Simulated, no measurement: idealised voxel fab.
Process module under the name voxel transistor to metal
This is section cut - it's 180 nm across, gridded in 5 nm square cells.
Throughout this document, each cross-section is represented as a grid of square cells and is presented as a sequence of bands enumerated from the top downward, where a band comprises one or more rows of cells. Read a band's entry like this: the first values are the height of its top and the height of its bottom in nm, and what follows is the sequence of materials from left to right, each with its width in nm. Note that "air" is empty space, and that a single material marked "edge to edge" reaches across the band from edge to edge. It should be noted that heights are counted from 0, beneath which the wafer as supplied is of one material throughout, and that the lowest band possesses no lower boundary but continues downward, as written in "0 and below". Width: "30 to 40" (first number = top row, second number = bottom row, same change from row to row of cells). The cross-section has no changed cell in any step marked "nothing was modified". "Trapped voids" enumerates empty spaces isolated from the top, with no open way to it, that contain at least 8 cells, giving each as width x height at distance from the left edge, all three in nm. Past the settings on a step's line: simulator remark, on that step. Regarding "overlay nm": on a step with a mask, it is the distance the mask lay to the right of its planned place; a negative value places it to the left.

Process steps (planned):
1 RECEIVE: material Si
2 CONFORMAL_DEP: material SiO2, thk nm 5
3 CONFORMAL_DEP: material SiN, thk nm 15
4 MASKED_ETCH: tone cover, mask id ACTIVE, width nm 115, etch materials SiN, depth nm 15, overlay nm 0
5 MASKED_ETCH: tone cover, mask id ACTIVE, width nm 115, etch materials SiO2, depth nm 5, overlay nm 0
6 MASKED_ETCH: tone cover, mask id ACTIVE, width nm 105, etch materials Si, depth nm 25, overlay nm 0
7 OXIDIZE: depth nm 5
8 FILL_DEP: material SiO2, thk nm 10
9 CMP: height nm 20
10 SELECTIVE_ETCH: etch materials SiO2, depth nm 15
11 STRIP: etch materials SiN
12 SELECTIVE_ETCH: etch materials SiO2, depth nm 5
13 OXIDIZE: depth nm 5
14 DIRECTIONAL_DEP: material polySi, thk nm 30
15 DIRECTIONAL_DEP: material SiCN, thk nm 15
16 PATTERN: tone cover, mask id GATE, material resist, width nm 25, thk nm 15, overlay nm 0
17 DIRECTIONAL_ETCH: etch materials SiCN, depth nm 25
18 DIRECTIONAL_ETCH: etch materials polySi, depth nm 40
19 STRIP: etch materials resist
20 CONFORMAL_DEP: material SiN, thk nm 10
21 DIRECTIONAL_ETCH: etch materials SiN, depth nm 10
22 DIRECTIONAL_ETCH: etch materials SiO2, depth nm 5
23 DIRECTIONAL_ETCH: etch materials Si, depth nm 10
24 EPI: material pSi, thk nm 15
25 FILL_DEP: material SiO2, thk nm 10
26 CMP: height nm 45
27 DIRECTIONAL_DEP: material SiO2, thk nm 15
28 DIRECTIONAL_DEP: material aC, thk nm 15
29 PATTERN: tone open, mask id CONTACT, material resist, width nm 15, pitch nm 80, thk nm 30, overlay nm 0
30 DIRECTIONAL_ETCH: etch materials aC, depth nm 15
31 STRIP: etch materials resist
32 DIRECTIONAL_ETCH: etch materials SiO2, depth nm 60
33 STRIP: etch materials aC
34 CONFORMAL_DEP: material TiN, thk nm 5
35 FILL_DEP: material Ru, thk nm 5
36 CMP: height nm 60
37 CONFORMAL_DEP: material SiN, thk nm 5
38 DIRECTIONAL_DEP: material SiO2, thk nm 15
39 DIRECTIONAL_DEP: material aC, thk nm 10
40 PATTERN: tone open, mask id METAL_1, material resist, width nm 15, pitch nm 80, thk nm 30, overlay nm 0
41 DIRECTIONAL_ETCH: etch materials aC, depth nm 10
42 STRIP: etch materials resist
43 DIRECTIONAL_ETCH: etch materials SiO2, depth nm 15
44 DIRECTIONAL_ETCH: etch materials SiN, depth nm 5
45 STRIP: etch materials aC
46 CONFORMAL_DEP: material TiN, thk nm 5
47 FILL_DEP: material Ru, thk nm 5
48 CMP: height nm 80
49 CONFORMAL_DEP: material SiCN, thk nm 5
50 DIRECTIONAL_DEP: material SiO2, thk nm 30
51 DIRECTIONAL_DEP: material aC, thk nm 10
52 PATTERN: tone open, mask id METAL_2, material resist, width nm 15, pitch nm 80, thk nm 25, overlay nm 0
53 DIRECTIONAL_ETCH: etch materials aC, depth nm 10
54 STRIP: etch materials resist
55 DIRECTIONAL_ETCH: etch materials SiO2, depth nm 20
56 STRIP: etch materials aC
57 MASKED_ETCH: tone open, mask id METAL_2_HOLES, width nm 15, pitch nm 80, etch materials SiO2, depth nm 10, overlay nm 0
58 MASKED_ETCH: tone open, mask id METAL_2_HOLES, width nm 15, pitch nm 80, etch materials SiCN, depth nm 5, overlay nm 0
59 CONFORMAL_DEP: material TiN, thk nm 5
60 FILL_DEP: material Cu, thk nm 10
61 CMP: height nm 115
62 CONFORMAL_DEP: material SiN, thk nm 5
Every wafer here starts from the same state; it is the step 6 width nm that distinguishes them, and the value the plan gives belongs to the first wafer.

The first of several wafers in cross-section, exactly as it reached us after step 1:
* 0 and below | Si edge to edge
* Trapped voids: none

First wafer at the end, after step 62:
* 120 down to 115 | SiN edge to edge
* 115 down to 85 | SiO2=40 | TiN=5 | Cu=5 | TiN=5 | SiO2=65 | TiN=5 | Cu=5 | TiN=5 | SiO2=45
* 85 down to 80 | SiCN=40 | TiN=15 | SiCN=65 | TiN=15 | SiCN=45
* 80 down to 65 | SiO2=40 | TiN=5 | Ru=5 | TiN=5 | SiO2=65 | TiN=5 | Ru=5 | TiN=5 | SiO2=45
* 65 down to 60 | SiN=40 | TiN=15 | SiN=65 | TiN=15 | SiN=45
* 60 down to 45 | SiO2=40 | TiN=5 | Ru=5 | TiN=5 | SiO2=65 | TiN=5 | Ru=5 | TiN=5 | SiO2=45
* 45 down to 30 | SiO2=40 | TiN=5 | Ru=5 | TiN=5 | SiO2=10 | SiN=10 | SiCN=25 | SiN=10 | SiO2=10 | TiN=5 | Ru=5 | TiN=5 | SiO2=45
* 30 down to 15 | SiO2=40 | TiN=5 | Ru=5 | TiN=5 | SiO2=10 | SiN=10 | polySi=25 | SiN=10 | SiO2=10 | TiN=5 | Ru=5 | TiN=5 | SiO2=45
* 15 down to 10 | SiO2=40 | TiN=15 | SiO2=10 | SiN=10 | polySi=25 | SiN=10 | SiO2=10 | TiN=15 | SiO2=45
* 10 down to 0 | SiO2=40 | TiN=10 | pSi=15 | SiN=10 | polySi=25 | SiN=10 | pSi=15 | TiN=10 | SiO2=45
* 0 down to -5 | SiO2=30 | pSi=35 | SiO2=45 | pSi=35 | SiO2=35
* -5 down to -15 | SiO2=35 | pSi=30 | Si=45 | pSi=30 | SiO2=40
* -15 down to -30 | SiO2=35 | Si=105 | SiO2=40
* -30 and below | Si edge to edge
* Trapped voids: none

Final wafer cross-section at module end:
* 120 down to 115 | SiN edge to edge
* 115 down to 85 | SiO2=40 | TiN=5 | Cu=5 | TiN=5 | SiO2=65 | TiN=5 | Cu=5 | TiN=5 | SiO2=45
* 85 down to 80 | SiCN=40 | TiN=15 | SiCN=65 | TiN=15 | SiCN=45
* 80 down to 65 | SiO2=40 | TiN=5 | Ru=5 | TiN=5 | SiO2=65 | TiN=5 | Ru=5 | TiN=5 | SiO2=45
* 65 down to 60 | SiN=40 | TiN=15 | SiN=65 | TiN=15 | SiN=45
* 60 down to 45 | SiO2=40 | TiN=5 | Ru=5 | TiN=5 | SiO2=65 | TiN=5 | Ru=5 | TiN=5 | SiO2=45
* 45 down to 30 | SiO2=40 | TiN=5 | Ru=5 | TiN=5 | SiO2=10 | SiN=10 | SiCN=25 | SiN=10 | SiO2=10 | TiN=5 | Ru=5 | TiN=5 | SiO2=45
* 30 down to 15 | SiO2=40 | TiN=5 | Ru=5 | TiN=5 | SiO2=10 | SiN=10 | polySi=25 | SiN=10 | SiO2=10 | TiN=5 | Ru=5 | TiN=5 | SiO2=45
* 15 down to 10 | SiO2=40 | TiN=15 | SiO2=10 | SiN=10 | polySi=25 | SiN=10 | SiO2=10 | TiN=15 | SiO2=45
* 10 down to 0 | SiO2=40 | TiN=10 | pSi=15 | SiN=10 | polySi=25 | SiN=10 | pSi=15 | TiN=10 | SiO2=45
* 0 down to -5 | SiO2=25 | pSi=40 | SiO2=45 | pSi=45 | SiO2=25
* -5 down to -15 | SiO2=30 | pSi=35 | Si=45 | pSi=40 | SiO2=30
* -15 down to -30 | SiO2=30 | Si=120 | SiO2=30
* -30 and below | Si edge to edge
* Trapped voids: none

Row per wafer, end-of-module: cell gain (+)/loss (-) by material since the wafer came in, then closed voids:
width nm 105 | +12 Cu | +24 Ru | -135 Si | +45 SiCN | +102 SiN | +638 SiO2 | +98 TiN | +50 pSi | +30 polySi | Trapped voids: none
width nm 110 | +12 Cu | +24 Ru | -135 Si | +45 SiCN | +102 SiN | +638 SiO2 | +98 TiN | +50 pSi | +30 polySi | Trapped voids: none
width nm 115 | +12 Cu | +24 Ru | -135 Si | +45 SiCN | +102 SiN | +638 SiO2 | +98 TiN | +50 pSi | +30 polySi | Trapped voids: none
width nm 120 | +12 Cu | +24 Ru | -132 Si | +45 SiCN | +102 SiN | +632 SiO2 | +98 TiN | +53 pSi | +30 polySi | Trapped voids: none
width nm 125 | +12 Cu | +24 Ru | -129 Si | +45 SiCN | +102 SiN | +626 SiO2 | +98 TiN | +56 pSi | +30 polySi | Trapped voids: none
width nm 130 | +12 Cu | +24 Ru | -126 Si | +45 SiCN | +102 SiN | +620 SiO2 | +98 TiN | +59 pSi | +30 polySi | Trapped voids: none
